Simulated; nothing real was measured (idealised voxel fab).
Name of the process module below: voxel capacitor over wiring
Section shown: cut. Width: 255 nm. Cell size: 5 nm, square.
Just so we're on the same page, the cross-sections are grids of square cells, and they're listed out in bands top to bottom, each band one or more rows deep.
A band entry consists of two parts. The first gives the height of the band's top and the height of its bottom, in nm. The rest lists the band's materials from left to right, each with its width in nm. A single material labelled with the word "edge to edge" fills the band from edge to edge, and the word "empty" marks empty space.
A quick word on heights: they are counted from 0, and under that level the wafer as it came to us is one material throughout. The lowest band is different from the rest in having no bottom; it simply continues downward, written as in "0 and below".
Note: "30 to 40" means the width goes from the first number (top row of the band) to the second number (bottom row) in equal steps per row of cells.
"nothing was modified" (step): cross-section cells unchanged, all of them.
The label "Fully sealed voids" introduces a list of the empty spaces, 8 cells or larger, that have no open way up to the top; each entry in it reads width x height at distance, where the distance is taken from the left edge and all three are stated in nm.
What comes after the settings on a step's line is commentary from the simulator itself on that step.
"overlay nm" denotes, for a step that has a mask, the displacement of the mask to the right of its planned place, with negative values corresponding to the left.

**The following list gives the planned process steps**
step 1: op RECEIVE | material Si
step 2: op CONFORMAL_DEP | material SiO2 | thk nm 10
step 3: op CONFORMAL_DEP | material SiN | thk nm 5
step 4: op DIRECTIONAL_DEP | material SiO2 | thk nm 20
step 5: op PATTERN | tone open | mask id METAL_1 | material resist | width nm 30 | pitch nm 80 | thk nm 15 | overlay nm 0
step 6: op DIRECTIONAL_ETCH | etch materials SiO2 | depth nm 20
step 7: op DIRECTIONAL_ETCH | etch materials SiN | depth nm 5
step 8: op STRIP | etch materials resist
step 9: op CONFORMAL_DEP | material TiN | thk nm 5
step 10: op FILL_DEP | material Ru | thk nm 5
step 11: op CMP | height nm 35
step 12: op EPI | material Ru | thk nm 5
step 13: op FILL_DEP | material SiCN | thk nm 5
step 14: op DIRECTIONAL_DEP | material lowk | thk nm 10
step 15: op PATTERN | tone open | mask id PLUG_1 | material resist | width nm 15 | thk nm 15 | overlay nm 0
step 16: op DIRECTIONAL_ETCH | etch materials lowk | depth nm 10
step 17: op DIRECTIONAL_ETCH | etch materials SiCN | depth nm 5
step 18: op STRIP | etch materials resist
step 19: op EPI | material Ru | thk nm 10
step 20: op EPI | material Ru | thk nm 5
step 21: op DIRECTIONAL_DEP | material TiN | thk nm 5
step 22: op DIRECTIONAL_DEP | material SiN | thk nm 5
step 23: op DIRECTIONAL_DEP | material TiN | thk nm 10
step 24: op DIRECTIONAL_DEP | material aC | thk nm 10
step 25: op PATTERN | tone cover | mask id UPPER_PLATE | material resist | width nm 55 | thk nm 25 | overlay nm 0
step 26: op DIRECTIONAL_ETCH | etch materials aC | depth nm 10
step 27: op STRIP | etch materials resist
step 28: op DIRECTIONAL_ETCH | etch materials TiN | depth nm 10
step 29: op DIRECTIONAL_ETCH | etch materials SiN | depth nm 5
step 30: op STRIP | etch materials aC
step 31: op PATTERN | tone cover | mask id LOWER_PLATE | material resist | width nm 65 | thk nm 20 | overlay nm 0
step 32: op DIRECTIONAL_ETCH | etch materials TiN | depth nm 5
step 33: op STRIP | etch materials resist
step 34: op FILL_DEP | material SiO2 | thk nm 15
step 35: op CMP | height nm 85
step 36: op DIRECTIONAL_DEP | material aC | thk nm 10
step 37: op PATTERN | tone open | mask id PLUG_2 | material resist | width nm 15 | thk nm 30 | overlay nm 0
step 38: op DIRECTIONAL_ETCH | etch materials aC | depth nm 10
step 39: op STRIP | etch materials resist
step 40: op DIRECTIONAL_ETCH | etch materials SiO2 | depth nm 10
step 41: op STRIP | etch materials aC
step 42: op CONFORMAL_DEP | material TiN | thk nm 5
step 43: op FILL_DEP | material Ru | thk nm 5
step 44: op CMP | height nm 85
step 45: op CONFORMAL_DEP | material SiN | thk nm 5

**Cross-section of the wafer at receipt, which is the condition after step 1**
0 and below = Si edge to edge
Fully sealed voids: none

**Cross-section at module end, one run error; start and plan unchanged from above**
90 down to 85 = SiN edge to edge
85 down to 80 = SiO2 95 nm | TiN 5 nm | Ru 5 nm | TiN 5 nm | SiO2 145 nm
80 down to 75 = SiO2 95 nm | TiN 15 nm | SiO2 145 nm
75 down to 65 = SiO2 85 nm | TiN 55 nm | SiO2 115 nm
65 down to 60 = SiO2 85 nm | SiN 55 nm | SiO2 115 nm
60 down to 55 = SiO2 80 nm | TiN 65 nm | SiO2 110 nm
55 down to 45 = lowk 85 nm | Ru 15 nm | lowk 155 nm
45 down to 40 = SiCN 85 nm | Ru 15 nm | SiCN 155 nm
40 down to 35 = Ru edge to edge
35 down to 30 = TiN 75 nm | Ru 20 nm | TiN 60 nm | Ru 20 nm | TiN 80 nm
30 down to 15 = SiO2 70 nm | TiN 5 nm | Ru 20 nm | TiN 5 nm | SiO2 50 nm | TiN 5 nm | Ru 20 nm | TiN 5 nm | SiO2 75 nm
15 down to 10 = SiO2 70 nm | TiN 30 nm | SiO2 50 nm | TiN 30 nm | SiO2 75 nm
10 down to 0 = SiO2 edge to edge
0 and below = Si edge to edge
Fully sealed voids: none
Diagnosis: step 3 of the plan was jumped over and never run
